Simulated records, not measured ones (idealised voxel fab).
The name of this process module is voxel transistor to metal.
The width of the displayed cross-section, cut, is 210 nm; its cells are square, with a size of 5 nm.
In what follows, cross-sections appear as grids of square cells, described through bands that run from the top down, where every band is one or more rows of cells.
Within each band entry, the heights of the top and of the bottom of the band appear first, in that order and in nm; the materials of the band then follow from left to right, each with its corresponding width in nm. The designation "all across" on a single material indicates that it fills the band from edge to edge; the designation "air" indicates empty space.
We count height from 0. Below that, the starting wafer is all one material. The lowest band never ends at the bottom but goes on down; see "0..down" for how that is written.
Width "30..40": first value at the band's top row of cells, second value at its bottom row, equal change from row to row.
Reading "left unchanged" for a step: not a cell of the cross-section changed in it.
The list in "Closed voids list" covers empty spaces of 8 cells or more that cannot reach the top through any open way, and it gives each as width x height at distance; the distance is from the left edge, and width, height and distance are in nm.
Past the settings on a step's line: simulator remark, on that step.
"overlay nm" answers the question of how far to the right of plan the mask lay on a step that has a mask, and when it is negative the answer is to the left.
### This section lists the process steps that were planned
1) RECEIVE, material Si
2) OXIDIZE, depth nm 5
3) CONFORMAL_DEP, material SiN, thk nm 10
4) MASKED_ETCH, tone cover, mask id ACTIVE, width nm 110, etch materials SiN, depth nm 10, overlay nm 0
5) MASKED_ETCH, tone cover, mask id ACTIVE, width nm 110, etch materials SiO2, depth nm 5, overlay nm 0
6) MASKED_ETCH, tone cover, mask id ACTIVE, width nm 110, etch materials Si, depth nm 20, overlay nm 0
7) FILL_DEP, material SiO2, thk nm 10
8) CMP, height nm 10
9) SELECTIVE_ETCH, etch materials SiO2, depth nm 10
10) STRIP, etch materials SiN
11) SELECTIVE_ETCH, etch materials SiO2, depth nm 5
12) OXIDIZE, depth nm 5
13) DIRECTIONAL_DEP, material polySi, thk nm 20
14) DIRECTIONAL_DEP, material SiCN, thk nm 15
15) DIRECTIONAL_DEP, material aC, thk nm 10
16) PATTERN, tone cover, mask id GATE, material resist, width nm 30, thk nm 25, overlay nm 0
17) DIRECTIONAL_ETCH, etch materials aC, depth nm 10
18) STRIP, etch materials resist
19) DIRECTIONAL_ETCH, etch materials SiCN, depth nm 25
20) DIRECTIONAL_ETCH, etch materials polySi, depth nm 30
21) STRIP, etch materials aC
22) CONFORMAL_DEP, material SiN, thk nm 10
23) DIRECTIONAL_ETCH, etch materials SiN, depth nm 10
24) DIRECTIONAL_ETCH, etch materials SiO2, depth nm 5
25) DIRECTIONAL_ETCH, etch materials Si, depth nm 15
26) EPI, material nSi, thk nm 20
27) FILL_DEP, material SiO2, thk nm 10
28) CMP, height nm 15
29) STRIP, etch materials polySi
30) SELECTIVE_ETCH, etch materials SiO2, depth nm 5
31) CONFORMAL_DEP, material HfO2, thk nm 5
32) CONFORMAL_DEP, material TiN, thk nm 5
33) FILL_DEP, material W, thk nm 10
34) CMP, height nm 10
35) DIRECTIONAL_DEP, material SiO2, thk nm 10
36) DIRECTIONAL_DEP, material aC, thk nm 15
37) PATTERN, tone open, mask id CONTACT, material resist, width nm 15, pitch nm 75, thk nm 35, overlay nm 0
38) DIRECTIONAL_ETCH, etch materials aC, depth nm 15
39) STRIP, etch materials resist
40) DIRECTIONAL_ETCH, etch materials SiO2, depth nm 10
41) STRIP, etch materials aC
42) CONFORMAL_DEP, material TiN, thk nm 5
43) FILL_DEP, material Ru, thk nm 10
44) CMP, height nm 20
45) CONFORMAL_DEP, material SiCN, thk nm 5
46) DIRECTIONAL_DEP, material SiO2, thk nm 15
47) PATTERN, tone open, mask id METAL_1, material resist, width nm 15, pitch nm 75, thk nm 20, overlay nm 0
48) DIRECTIONAL_ETCH, etch materials SiO2, depth nm 15
49) DIRECTIONAL_ETCH, etch materials SiCN, depth nm 5
50) STRIP, etch materials resist
51) CONFORMAL_DEP, material TiN, thk nm 5
52) FILL_DEP, material Ru, thk nm 10
53) CMP, height nm 40
54) CONFORMAL_DEP, material SiN, thk nm 5
### Delivered wafer in cross-section: state after step 1
	0..down  Si all across
	Closed voids list: none
### Starting wafer: above. Plan: above. Run: one mistake. Cross-section after the module: below
	45..40  SiN all across
	40..25  SiO2: 60 | TiN: 5 | Ru: 5 | TiN: 5 | SiO2: 60 | TiN: 5 | Ru: 5 | TiN: 5 | SiO2: 60
	25..20  SiCN: 60 | TiN: 15 | SiCN: 60 | TiN: 15 | SiCN: 60
	20..15  SiO2: 60 | TiN: 5 | Ru: 5 | TiN: 5 | SiO2: 60 | TiN: 5 | Ru: 5 | TiN: 5 | SiO2: 60
	15..10  SiO2: 60 | TiN: 15 | SiO2: 60 | TiN: 15 | SiO2: 60
	10..0  SiO2: 60 | nSi: 20 | SiN: 10 | HfO2: 5 | TiN: 5 | W: 10 | TiN: 5 | HfO2: 5 | SiN: 10 | nSi: 20 | SiO2: 60
	0..-5  SiO2: 60 | nSi: 20 | SiN: 10 | HfO2: 5 | TiN: 20 | HfO2: 5 | SiN: 10 | nSi: 20 | SiO2: 60
	-5..-10  SiO2: 45 | nSi: 35 | SiO2: 5 | HfO2: 40 | SiO2: 5 | nSi: 35 | SiO2: 45
	-10..-25  SiO2: 50 | nSi: 30 | Si: 50 | nSi: 30 | SiO2: 50
	-25..-40  Si: 50 | nSi: 30 | Si: 50 | nSi: 30 | Si: 50
	-40..down  Si all across
	Closed voids list: none
Deviation from plan: step 25 from the plan got run twice
